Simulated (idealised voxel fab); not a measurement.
process module | voxel ribs on slabs
cross-section cut | 285 nm wide | cells 5 nm
A cross-section is a grid of square cells, given in bands from the top down. A band is one or more rows of cells.
Each band's line starts with the height of the band's top and of its bottom, in nm. Then come its materials from left to right, each with its width in nm. One material with "throughout" fills the band from edge to edge. "air" is empty space.
Height 0 is the level under which the wafer as received is all one material. The lowest band goes on downwards, as in "0 down".
A width such as "30 to 40" changes by the same amount from each row of cells to the next, from the band's top row to its bottom row.
"no change" after a step means that no cell of the cross-section changed.
closed voids: empty space of 8 cells or more with no open way to the top, each as width x height at its distance from the left edge, in nm
after a step's settings: what the simulator itself notes on the step
overlay nm, on a step with a mask: how far to the right of its planned place the mask lay; to the left if negative
plan
1 op RECEIVE | material Si
2 op DIRECTIONAL_DEP | material SiO2 | thk nm 20
3 op DIRECTIONAL_DEP | material SiN | thk nm 20
4 op MASKED_ETCH | tone cover | mask id RIB | width nm 20 | etch materials SiN | depth nm 10 | overlay nm 0
5 op PATTERN | tone cover | mask id SLAB | material resist | width nm 60 | thk nm 20 | overlay nm 0
6 op DIRECTIONAL_ETCH | etch materials SiN | depth nm 10
7 op STRIP | etch materials resist
8 op FILL_DEP | material SiO2 | thk nm 20
9 op CMP | height nm 55
10 op DIRECTIONAL_DEP | material W | thk nm 10
11 op MASKED_ETCH | tone cover | mask id HEATER | width nm 30 | etch materials W | depth nm 10 | overlay nm 0
12 op CONFORMAL_DEP | material SiO2 | thk nm 10
as received, after step 1
  0 down: Si throughout
  closed voids: none
first wafer at the end, as planned
  75 to 65: air 115 | SiO2 50 | air 120
  65 to 55: SiO2 125 | W 30 | SiO2 130
  55 to 40: SiO2 throughout
  40 to 30: SiO2 130 | SiN 20 | SiO2 135
  30 to 20: SiO2 110 | SiN 60 | SiO2 115
  20 to 0: SiO2 throughout
  0 down: Si throughout
  closed voids: none
second wafer at the end: like start, like plan, one mistake
  75 to 65: air 110 | SiO2 50 | air 125
  65 to 55: SiO2 120 | W 30 | SiO2 135
  55 to 40: SiO2 throughout
  40 to 30: SiO2 130 | SiN 20 | SiO2 135
  30 to 20: SiO2 110 | SiN 60 | SiO2 115
  20 to 0: SiO2 throughout
  0 down: Si throughout
  closed voids: none
what went wrong: step 11 ran as: op MASKED_ETCH | tone cover | mask id HEATER | width nm 30 | etch materials W | depth nm 10 | overlay nm -5
at the end the second wafer has, in cells: as many of each material as the first, in other places
